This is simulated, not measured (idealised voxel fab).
Module name: voxel spacer lines (process module)
Cross-section cut: width 150 nm, square cells of 5 nm.
We lay out every cross-section as a grid of square cells and spell it out in bands from the top down, where one band means one or more rows of cells.
The band entry comprises the height of the band's top followed by the height of its bottom, expressed in nm, and subsequently the band's materials from left to right, each stated together with its width in nm. Where a single material is marked with the word "throughout", that material fills the band from edge to edge. The word "empty" represents empty space.
Heights from 0 (as-received wafer is one material below). Bottom band endless downward, as "from 0 down".
Width spec "30..40" -> top row of cells at first value, bottom row at second value, equal per-row change in between.
Key: "no change" - step with no changed cell in the cross-section.
So "Non-vented voids" is basically the list of trapped voids: any empty space of 8 cells or more that can't reach the top through an opening. They're written width x height at distance, the distance being from the left edge, and it's all nm.
after a step's settings: what the simulator itself notes on the step
A step line may carry the setting "overlay nm", which, for steps involving a mask, states the distance by which the mask lay to the right of its intended position; negative values denote displacement to the left.

List of planned process steps
| 1 | RECEIVE, material Si |
| 2 | CONFORMAL_DEP, material Al2O3, thk nm 10 |
| 3 | DIRECTIONAL_DEP, material TiN, thk nm 15 |
| 4 | DIRECTIONAL_DEP, material polySi, thk nm 30 |
| 5 | PATTERN, tone cover, mask id MANDREL, material resist, width nm 20, pitch nm 60, thk nm 40, overlay nm 0 |
| 6 | DIRECTIONAL_ETCH, etch materials polySi, depth nm 30 |
| 7 | STRIP, etch materials resist |
| 8 | CONFORMAL_DEP, material SiN, thk nm 10 |
| 9 | DIRECTIONAL_ETCH, etch materials SiN, depth nm 10 |
| 10 | STRIP, etch materials polySi |
| 11 | DIRECTIONAL_ETCH, etch materials TiN, depth nm 15 |
| 12 | STRIP, etch materials SiN |
| 13 | FILL_DEP, material lowk, thk nm 10 |
| 14 | CMP, height nm 25 |

as received, after step 1
  from 0 down: Si throughout
  Non-vented voids: none

The cross-section shown corresponds to the wafer at the conclusion of the module. The initial structure and the process plan are those presented above; however, one mistake occurred in executing the plan
  from 25 to 10: 25 Al2O3 | 10 TiN | 20 Al2O3 | 10 TiN | 20 Al2O3 | 10 TiN | 20 Al2O3 | 10 TiN | 25 Al2O3
  from 10 to 0: Al2O3 throughout
  from 0 down: Si throughout
  Non-vented voids: none
Deviation from plan: note that step 13 departed from the planned setting and was carried out as FILL_DEP, material Al2O3, thk nm 10
